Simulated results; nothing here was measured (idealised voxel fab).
The process module that follows is named voxel gate over fins.
Square cells of 5 nm make up the cross-section cut, whose width is 170 nm.
This document writes a cross-section as a grid whose cells are square, and gives it as bands, listed from the top down; one or more rows of cells form a band. Quick guide to a band line: top height, bottom height (nm) up front; then every material left to right with its width in nm. Only one material and it's marked "all across"? Then it fills the band edge to edge. And "blank" just means empty space. Note: height 0 marks the level under which the wafer is uniformly one material as received. Lowest band unbounded below, written "0 and below". Width spec "30..40" -> top row of cells at first value, bottom row at second value, equal per-row change in between. "left unchanged" for a step: no cell of the cross-section changed in that step. Empty spaces without an open route to the top, at least 8 cells in extent, make up the entry "Voids, sealed"; each is given as width x height at distance, where the distance is measured from the left edge, and all are in nm. Post-settings text on a step line: simulator's own remark regarding the step. On any step carrying a mask, the "overlay nm" setting, if present on the step's line, tells how far right of its planned place the mask lay; negative values point to the left.
Set out below are the planned steps of the process
1) RECEIVE | material Si
2) CONFORMAL_DEP | material SiN | thk nm 5
3) DIRECTIONAL_DEP | material aC | thk nm 15
4) PATTERN | tone cover | mask id FINS | material resist | width nm 15 | pitch nm 50 | thk nm 30 | overlay nm 0
5) DIRECTIONAL_ETCH | etch materials aC | depth nm 15
6) STRIP | etch materials resist
7) DIRECTIONAL_ETCH | etch materials SiN | depth nm 5
8) DIRECTIONAL_ETCH | etch materials Si | depth nm 30
9) STRIP | etch materials aC
10) FILL_DEP | material SiO2 | thk nm 5
11) CMP | height nm 5
12) DIRECTIONAL_DEP | material aC | thk nm 10
13) PATTERN | tone open | mask id RAIL | material resist | width nm 15 | thk nm 30 | overlay nm 0
14) DIRECTIONAL_ETCH | etch materials aC | depth nm 10
15) STRIP | etch materials resist
16) DIRECTIONAL_ETCH | etch materials SiO2 | depth nm 30
17) STRIP | etch materials aC
18) CONFORMAL_DEP | material TiN | thk nm 5
19) FILL_DEP | material W | thk nm 5
20) CMP | height nm 5
21) SELECTIVE_ETCH | etch materials W Ru TiN | depth nm 25
22) FILL_DEP | material SiO2 | thk nm 5
23) CMP | height nm 5
24) SELECTIVE_ETCH | etch materials SiO2 | depth nm 20
25) STRIP | etch materials SiN
26) CONFORMAL_DEP | material HfO2 | thk nm 5
27) CONFORMAL_DEP | material TiN | thk nm 5
28) FILL_DEP | material W | thk nm 10
29) CMP | height nm 15
30) CONFORMAL_DEP | material SiN | thk nm 10
So this is the incoming wafer in cross-section - it's already been through step 1
- 0 and below: Si all across
- Voids, sealed: none
Cross-section taken at module completion on the first of two wafers; processed per the plan
- 25 down to 15: SiN all across
- 15 down to 10: W all across
- 10 down to 5: W 40 nm  TiN 35 nm  W 15 nm  TiN 35 nm  W 45 nm
- 5 down to 0: W 40 nm  TiN 5 nm  HfO2 25 nm  TiN 5 nm  W 15 nm  TiN 5 nm  HfO2 25 nm  TiN 5 nm  W 45 nm
- 0 down to -5: W 40 nm  TiN 5 nm  HfO2 5 nm  Si 15 nm  HfO2 5 nm  TiN 5 nm  W 15 nm  TiN 5 nm  HfO2 5 nm  Si 15 nm  HfO2 5 nm  TiN 5 nm  W 45 nm
- -5 down to -10: TiN 45 nm  HfO2 5 nm  Si 15 nm  HfO2 5 nm  TiN 25 nm  HfO2 5 nm  Si 15 nm  HfO2 5 nm  TiN 50 nm
- -10 down to -15: HfO2 50 nm  Si 15 nm  HfO2 35 nm  Si 15 nm  HfO2 55 nm
- -15 down to -20: SiO2 50 nm  Si 15 nm  SiO2 35 nm  Si 15 nm  SiO2 55 nm
- -20 down to -25: SiO2 50 nm  Si 15 nm  SiO2 10 nm  TiN 15 nm  SiO2 10 nm  Si 15 nm  SiO2 55 nm
- -25 down to -30: SiO2 50 nm  Si 15 nm  SiO2 35 nm  Si 15 nm  SiO2 55 nm
- -30 and below: Si all across
- Voids, sealed: none
The second wafer, shown in cross-section after the module: started the same way as the first and given the same plan, yet one mistake crept into how it was run
- 25 down to 15: SiN all across
- 15 down to 5: W all across
- 5 down to 0: W 45 nm  TiN 25 nm  W 25 nm  TiN 25 nm  W 50 nm
- 0 down to -10: W 45 nm  TiN 5 nm  Si 15 nm  TiN 5 nm  W 25 nm  TiN 5 nm  Si 15 nm  TiN 5 nm  W 50 nm
- -10 down to -15: TiN 50 nm  Si 15 nm  TiN 35 nm  Si 15 nm  TiN 55 nm
- -15 down to -20: SiO2 50 nm  Si 15 nm  SiO2 35 nm  Si 15 nm  SiO2 55 nm
- -20 down to -25: SiO2 50 nm  Si 15 nm  SiO2 10 nm  TiN 15 nm  SiO2 10 nm  Si 15 nm  SiO2 55 nm
- -25 down to -30: SiO2 50 nm  Si 15 nm  SiO2 35 nm  Si 15 nm  SiO2 55 nm
- -30 and below: Si all across
- Voids, sealed: none
Which mistake was made when the wafer was run? yeah, step 26 of the plan got skipped, never ran
Final tally in cells, some materials are higher or lower on the second wafer than on the first: 46 fewer of HfO2, 46 more of W
